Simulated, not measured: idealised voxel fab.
Process module in this document: voxel tone inversion
We display cut, a cross-section 155 nm in width whose square cells are each 5 nm.
Format of a cross-section: grid, square cells. Given as bands. Order: top down. Band: one or more rows of cells.
Top height, bottom height, nm. Materials left to right, width each, nm. Single material + "edge to edge" = fills band edge to edge. "empty" = empty.
Measure heights from 0. That's the level where, below it, the as-received wafer is all one material. The lowest band is bottomless and extends downward; write it as in "from 0 down".
A width such as "30->40" changes by the same amount from each row of cells to the next, from the band's top row to its bottom row.
For the purposes of this document, the phrase "same as before" attached to a step denotes that no cell within the cross-section was modified by that step.
Under "Sealed internal cavities" you'll find the enclosed gaps, the ones with no way out to the top, that are 8 cells or bigger; each reads width x height at distance, with distance counted from the left edge, everything in nm.
Formally, on a step line, whatever follows the settings is a remark that the simulator itself makes on the step.
overlay nm: right-of-plan distance of the mask on a masked step; negative values mean left-of-plan.

Below is the list of planned process steps
step 1: RECEIVE: material Si
step 2: CONFORMAL_DEP: material SiN, thk nm 5
step 3: DIRECTIONAL_DEP: material polySi, thk nm 15
step 4: PATTERN: tone cover, mask id POSTS, material resist, width nm 25, pitch nm 55, thk nm 20, overlay nm 0
step 5: DIRECTIONAL_ETCH: etch materials polySi, depth nm 15
step 6: STRIP: etch materials resist
step 7: FILL_DEP: material lowk, thk nm 5
step 8: CMP: height nm 20
step 9: STRIP: etch materials polySi
step 10: CONFORMAL_DEP: material TiN, thk nm 5
step 11: FILL_DEP: material Ru, thk nm 10
step 12: CMP: height nm 20
step 13: CONFORMAL_DEP: material SiN, thk nm 5

This is the cross-section of the wafer as we received it, i.e. after step 1
  from 0 down  Si edge to edge
  Sealed internal cavities: none

Module complete - cross-section of the first of two wafers, run according to plan
  from 25 to 20  SiN edge to edge
  from 20 to 10  lowk=35 / TiN=5 / Ru=15 / TiN=5 / lowk=30 / TiN=5 / Ru=15 / TiN=5 / lowk=40
  from 10 to 5  lowk=35 / TiN=25 / lowk=30 / TiN=25 / lowk=40
  from 5 to 0  SiN edge to edge
  from 0 down  Si edge to edge
  Sealed internal cavities: none

Cross-section, second wafer: same start as the first, same plan as the first, one mistake in running it; taken at the end of the module
  from 15 to 10  SiN edge to edge
  from 10 to 5  lowk=35 / TiN=25 / lowk=30 / TiN=25 / lowk=40
  from 5 to 0  SiN edge to edge
  from 0 down  Si edge to edge
  Sealed internal cavities: none
Deviation from plan: step 12 ran differently from the plan; actual operation with settings: CMP: height nm 10
It is noted that, at the conclusion of processing, the second wafer exhibits a higher or lower cell count for certain materials relative to the first: Ru -12, TiN -8, lowk -42
